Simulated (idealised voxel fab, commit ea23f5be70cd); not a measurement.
Proc. module: voxel released beams
Section shown: cut. Width: 240 nm. Cell size: 5 nm, square.
For the purposes of this document, a cross-section shall be understood as a grid of square cells, specified as bands listed in top-to-bottom order, each band consisting of one or more rows of cells. What a band's entry tells you: where the top is and where the bottom is, as heights in nm, and after that what lies inside, material by material from left to right, each with its width in nm. Empty space is written as the word "air", and a single material marked with the word "all across" occupies the band from edge to edge. Counting heights begins at 0, where everything beneath is, in the wafer as received, one material. The lowest band has no bottom; it goes on downwards, as "0 down" shows. You'd read "30->40" like this: the band's top row of cells is as wide as the first number, its bottom row is as wide as the second, and going down, every row changes width by the same amount as the row before did. "nothing was modified" for a step: no cell of the cross-section changed in that step. Empty spaces without an open route to the top, at least 8 cells in extent, make up the entry "Closed cavity list"; each is given as width x height at distance, where the distance is measured from the left edge, and all are in nm. Formally, on a step line, whatever follows the settings is a remark that the simulator itself makes on the step. overlay nm: right-of-plan distance of the mask on a masked step; negative values mean left-of-plan.

Process steps foreseen in the plan:
- 1: RECEIVE | material Si
- 2: CONFORMAL_DEP | material SiN | thk nm 10
- 3: DIRECTIONAL_DEP | material SiO2 | thk nm 10
- 4: PATTERN | tone open | mask id ANCHOR | material resist | width nm 45 | thk nm 20 | overlay nm 0
- 5: DIRECTIONAL_ETCH | etch materials SiO2 | depth nm 10
- 6: STRIP | etch materials resist
- 7: CONFORMAL_DEP | material W | thk nm 15
- 8: MASKED_ETCH | tone cover | mask id BEAM | width nm 105 | etch materials W | depth nm 15 | overlay nm 0
- 9: STRIP | etch materials SiO2

Wafer as received: cross-section following step 1:
  0 down = Si all across
  Closed cavity list: none

First of two wafers at the end of the module, shown in cross-section; run carried out as planned:
  35 to 25 = 65 air / 20 W / 15 air / 70 W / 70 air
  25 to 20 = 65 air / 105 W / 70 air
  20 to 10 = 70 air / 45 W / 125 air
  10 to 0 = SiN all across
  0 down = Si all across
  Closed cavity list: none

End of module, second wafer, cross-section. Started like the first, planned like the first, run with one mistake:
  35 to 25 = 65 air / 20 W / 20 air / 65 W / 70 air
  25 to 20 = 65 air / 105 W / 70 air
  20 to 10 = 70 air / 50 W / 120 air
  10 to 0 = SiN all across
  0 down = Si all across
  Closed cavity list: none
What was the processing mistake? step 4 ran with different settings than intended, the actual operation and settings being PATTERN | tone open | mask id ANCHOR | material resist | width nm 50 | thk nm 20 | overlay nm 0
By the end, you'd get the same cell count for each material on either wafer, but the second wafer puts them somewhere else.
